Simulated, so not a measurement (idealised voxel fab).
You're looking at the process module voxel ribs on slabs.
Each square cell in cross-section cut measures 5 nm, and the section as a whole is 265 nm wide.
Cross-section format: a grid of square cells, given as bands from top to bottom; each band is one or more rows of cells. The band entry comprises the height of the band's top followed by the height of its bottom, expressed in nm, and subsequently the band's materials from left to right, each stated together with its width in nm. Where a single material is marked with the word "full width", that material fills the band from edge to edge. The word "blank" represents empty space. For the purposes of this specification, 0 denotes the height below which the wafer in its as-received condition is composed wholly of one material, and the lowermost band, lacking a lower limit, extends downward without end, as expressed in "0 down". The expression "30..40" gives the width at the extremes of the band, the first number at its top row of cells and the second at its bottom row, with the width changing by equal amounts from each row to the next in between. "no change occurred" (step): cross-section cells unchanged, all of them. Entry "Closed internal cavities". Content: empty spaces with no open connection to the top, size 8 cells or greater. Each: width x height at distance. Distance: from left edge. Unit: nm. The remark found on a step's line after its settings is issued by the simulator itself and pertains to that step. overlay nm: mask right of planned place by this much (step with mask). Neg. = left.

-- So here's the lineup of process steps we planned
1) op RECEIVE | material Si
2) op DIRECTIONAL_DEP | material SiO2 | thk nm 20
3) op DIRECTIONAL_DEP | material SiN | thk nm 20
4) op DIRECTIONAL_DEP | material aC | thk nm 10
5) op PATTERN | tone cover | mask id RIB | material resist | width nm 25 | thk nm 25 | overlay nm 0
6) op DIRECTIONAL_ETCH | etch materials aC | depth nm 10
7) op STRIP | etch materials resist
8) op DIRECTIONAL_ETCH | etch materials SiN | depth nm 20
9) op STRIP | etch materials aC
10) op MASKED_ETCH | tone cover | mask id SLAB | width nm 75 | etch materials SiN | depth nm 5 | overlay nm 0
11) op FILL_DEP | material SiO2 | thk nm 15
12) op CMP | height nm 55
13) op DIRECTIONAL_DEP | material TiN | thk nm 5
14) op MASKED_ETCH | tone cover | mask id HEATER | width nm 35 | etch materials TiN | depth nm 5 | overlay nm 0
15) op CONFORMAL_DEP | material SiO2 | thk nm 5
Wafer-to-wafer difference: thk nm, step 3. Common start. Plan = first wafer's value.

-- This is how the first of several wafers looked in cross-section when it arrived, which is after step 1
	0 down = Si full width
	Closed internal cavities: none

-- Take any row and you have a wafer at the end of the module: how many cells of each material it has gained (+) or lost (-) since it was received, and then its closed voids
thk nm 20; +20 SiN; +618 SiO2; +7 TiN; Closed internal cavities: none
thk nm 25; +35 SiN; +603 SiO2; +7 TiN; Closed internal cavities: none
thk nm 30; +88 SiN; +550 SiO2; +7 TiN; Closed internal cavities: none
thk nm 35; +141 SiN; +497 SiO2; +7 TiN; Closed internal cavities: none
thk nm 40; +189 SiN; +449 SiO2; +7 TiN; Closed internal cavities: none
